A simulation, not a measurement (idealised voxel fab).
The document below concerns the process module designated voxel wiring stack.
In the cross-section labelled cut, the width is 240 nm and each square cell is 5 nm.
A cross-section is written here as square cells arranged in a grid, and it is given in bands from the top down, each band taking up one or more rows of cells.
Read a band's entry like this: the first values are the height of its top and the height of its bottom in nm, and what follows is the sequence of materials from left to right, each with its width in nm. Note that "air" is empty space, and that a single material marked "everywhere" reaches across the band from edge to edge.
Where do heights start? At 0: under that level the wafer as delivered is made of one material only. And the lowest band has no floor; it just carries on downward, as in "0..down".
The two numbers in a width such as "30->40" mark its ends across the band: the first belongs to the top row of cells, the second to the bottom row, and from each row to the next the width moves by the same amount.
Basically "same as before" means that step didn't change any cell in the cross-section.
Listed in "Sealed cavities": every empty space of 8 or more cells without an open way to the top. Form: width x height at distance, the distance being from the left edge, all in nm.
Read whatever lies past the settings on a step's line as the simulator's own remark about the step.
For masked steps, "overlay nm" on the step line gives how far right of plan the mask actually lay; a minus sign means it lay to the left.
Here's what the planned process steps look like
step 1: RECEIVE with material Si
step 2: CONFORMAL_DEP with material SiO2, thk nm 15
step 3: DIRECTIONAL_DEP with material TiN, thk nm 5
step 4: DIRECTIONAL_DEP with material Ru, thk nm 20
step 5: MASKED_ETCH with tone cover, mask id METAL_1, width nm 25, pitch nm 50, etch materials Ru, depth nm 20, overlay nm 0
step 6: MASKED_ETCH with tone cover, mask id METAL_1, width nm 25, pitch nm 50, etch materials TiN, depth nm 5, overlay nm 0
step 7: CONFORMAL_DEP with material SiCN, thk nm 5
step 8: FILL_DEP with material lowk, thk nm 5
step 9: CMP with height nm 40
step 10: CONFORMAL_DEP with material SiCN, thk nm 5
step 11: DIRECTIONAL_DEP with material SiO2, thk nm 20
step 12: DIRECTIONAL_DEP with material aC, thk nm 15
step 13: PATTERN with tone open, mask id PLUG_1, material resist, width nm 15, pitch nm 100, thk nm 30, overlay nm 0
step 14: DIRECTIONAL_ETCH with etch materials aC, depth nm 15
step 15: STRIP with etch materials resist
step 16: DIRECTIONAL_ETCH with etch materials SiO2, depth nm 20
step 17: DIRECTIONAL_ETCH with etch materials SiCN, depth nm 5
step 18: STRIP with etch materials aC
step 19: CONFORMAL_DEP with material TiN, thk nm 5
step 20: FILL_DEP with material Cu, thk nm 5
step 21: CMP with height nm 65
step 22: DIRECTIONAL_DEP with material TiN, thk nm 5
step 23: DIRECTIONAL_DEP with material Ru, thk nm 20
step 24: MASKED_ETCH with tone cover, mask id METAL_2, width nm 25, pitch nm 50, etch materials Ru, depth nm 20, overlay nm 0
step 25: MASKED_ETCH with tone cover, mask id METAL_2, width nm 25, pitch nm 50, etch materials TiN, depth nm 5, overlay nm 0
step 26: CONFORMAL_DEP with material SiCN, thk nm 5
step 27: FILL_DEP with material lowk, thk nm 10
step 28: CMP with height nm 90
step 29: CONFORMAL_DEP with material SiCN, thk nm 5
step 30: DIRECTIONAL_DEP with material lowk, thk nm 30
step 31: DIRECTIONAL_DEP with material aC, thk nm 15
step 32: PATTERN with tone open, mask id METAL_3, material resist, width nm 25, pitch nm 50, thk nm 35, overlay nm 0
step 33: DIRECTIONAL_ETCH with etch materials aC, depth nm 15
step 34: STRIP with etch materials resist
step 35: DIRECTIONAL_ETCH with etch materials lowk, depth nm 20
step 36: STRIP with etch materials aC
step 37: MASKED_ETCH with tone open, mask id METAL_3_HOLES, width nm 15, pitch nm 100, etch materials lowk, depth nm 10, overlay nm -15
step 38: MASKED_ETCH with tone open, mask id METAL_3_HOLES, width nm 15, pitch nm 100, etch materials SiCN, depth nm 5, overlay nm 0
step 39: CONFORMAL_DEP with material TiN, thk nm 5
step 40: FILL_DEP with material Cu, thk nm 5
step 41: CMP with height nm 125
step 42: CONFORMAL_DEP with material SiCN, thk nm 5
Don't read the plan's overlay nm for step 37 as applying to every wafer: that's the first wafer's value, and the wafers differ in it, though they all start identical.
First wafer of several, as received: cross-section after step 1
- 0..down | Si everywhere
- Sealed cavities: none
End of the module, past its last step, step 42: how the first of several wafers looks in cross-section
- 130..125 | SiCN everywhere
- 125..115 | lowk: 40 | TiN: 5->20 | Cu: 30->15 | TiN: 5 | lowk: 25 | TiN: 5 | Cu: 15 | TiN: 5 | lowk: 10 | TiN: 5->20 | Cu: 30->15 | TiN: 5 | lowk: 60
- 115..110 | lowk: 55 | TiN: 5 | Cu: 15 | TiN: 5 | lowk: 25 | TiN: 5 | Cu: 15 | TiN: 5 | lowk: 25 | TiN: 5 | Cu: 15 | TiN: 5 | lowk: 60
- 110..105 | lowk: 55 | TiN: 25 | lowk: 25 | TiN: 25 | lowk: 25 | TiN: 25 | lowk: 60
- 105..95 | lowk everywhere
- 95..90 | SiCN everywhere
- 90..70 | lowk: 50 | SiCN: 5 | Ru: 25 | SiCN: 5 | lowk: 15 | SiCN: 5 | Ru: 25 | SiCN: 5 | lowk: 15 | SiCN: 5 | Ru: 25 | SiCN: 5 | lowk: 55
- 70..65 | SiCN: 55 | TiN: 25 | SiCN: 25 | TiN: 25 | SiCN: 25 | TiN: 25 | SiCN: 60
- 65..45 | SiO2: 55 | TiN: 5 | Cu: 5 | TiN: 5 | SiO2: 85 | TiN: 5 | Cu: 5 | TiN: 5 | SiO2: 70
- 45..40 | SiCN: 55 | TiN: 15 | SiCN: 85 | TiN: 15 | SiCN: 70
- 40..20 | lowk: 50 | SiCN: 5 | Ru: 25 | SiCN: 5 | lowk: 15 | SiCN: 5 | Ru: 25 | SiCN: 5 | lowk: 15 | SiCN: 5 | Ru: 25 | SiCN: 5 | lowk: 55
- 20..15 | SiCN: 55 | TiN: 25 | SiCN: 25 | TiN: 25 | SiCN: 25 | TiN: 25 | SiCN: 60
- 15..0 | SiO2 everywhere
- 0..down | Si everywhere
- Sealed cavities: none
Last-wafer cross-section at the end of the module
- 130..125 | SiCN everywhere
- 125..115 | lowk: 55 | TiN: 5 | Cu: 20->15 | TiN: 5->10 | lowk: 20 | TiN: 5 | Cu: 15 | TiN: 5 | lowk: 25 | TiN: 5 | Cu: 20->15 | TiN: 5->10 | lowk: 55
- 115..110 | lowk: 55 | TiN: 5 | Cu: 15 | TiN: 5 | lowk: 25 | TiN: 5 | Cu: 15 | TiN: 5 | lowk: 25 | TiN: 5 | Cu: 15 | TiN: 5 | lowk: 60
- 110..105 | lowk: 55 | TiN: 25 | lowk: 25 | TiN: 25 | lowk: 25 | TiN: 25 | lowk: 60
- 105..95 | lowk: 70 | TiN: 10 | lowk: 90 | TiN: 10 | lowk: 60
- 95..90 | SiCN everywhere
- 90..70 | lowk: 50 | SiCN: 5 | Ru: 25 | SiCN: 5 | lowk: 15 | SiCN: 5 | Ru: 25 | SiCN: 5 | lowk: 15 | SiCN: 5 | Ru: 25 | SiCN: 5 | lowk: 55
- 70..65 | SiCN: 55 | TiN: 25 | SiCN: 25 | TiN: 25 | SiCN: 25 | TiN: 25 | SiCN: 60
- 65..45 | SiO2: 55 | TiN: 5 | Cu: 5 | TiN: 5 | SiO2: 85 | TiN: 5 | Cu: 5 | TiN: 5 | SiO2: 70
- 45..40 | SiCN: 55 | TiN: 15 | SiCN: 85 | TiN: 15 | SiCN: 70
- 40..20 | lowk: 50 | SiCN: 5 | Ru: 25 | SiCN: 5 | lowk: 15 | SiCN: 5 | Ru: 25 | SiCN: 5 | lowk: 15 | SiCN: 5 | Ru: 25 | SiCN: 5 | lowk: 55
- 20..15 | SiCN: 55 | TiN: 25 | SiCN: 25 | TiN: 25 | SiCN: 25 | TiN: 25 | SiCN: 60
- 15..0 | SiO2 everywhere
- 0..down | Si everywhere
- Sealed cavities: none
Note: the following table is arranged by wafer, a row apiece. Each row reports the end-of-module state: per material, cells gained (+) or cells lost (-) compared with the wafer as received; closed voids follow
overlay nm -15 | +41 Cu | +120 Ru | +252 SiCN | +312 SiO2 | +91 TiN | +432 lowk | Sealed cavities: none
overlay nm -10 | +39 Cu | +120 Ru | +250 SiCN | +312 SiO2 | +95 TiN | +432 lowk | Sealed cavities: none
overlay nm -5 | +37 Cu | +120 Ru | +248 SiCN | +312 SiO2 | +99 TiN | +432 lowk | Sealed cavities: none
overlay nm 0 | +41 Cu | +120 Ru | +246 SiCN | +312 SiO2 | +97 TiN | +432 lowk | Sealed cavities: none
overlay nm 5 | +39 Cu | +120 Ru | +248 SiCN | +312 SiO2 | +97 TiN | +432 lowk | Sealed cavities: none
overlay nm 10 | +39 Cu | +120 Ru | +250 SiCN | +312 SiO2 | +95 TiN | +432 lowk | Sealed cavities: none
overlay nm 15 | +37 Cu | +120 Ru | +252 SiCN | +312 SiO2 | +95 TiN | +432 lowk | Sealed cavities: none
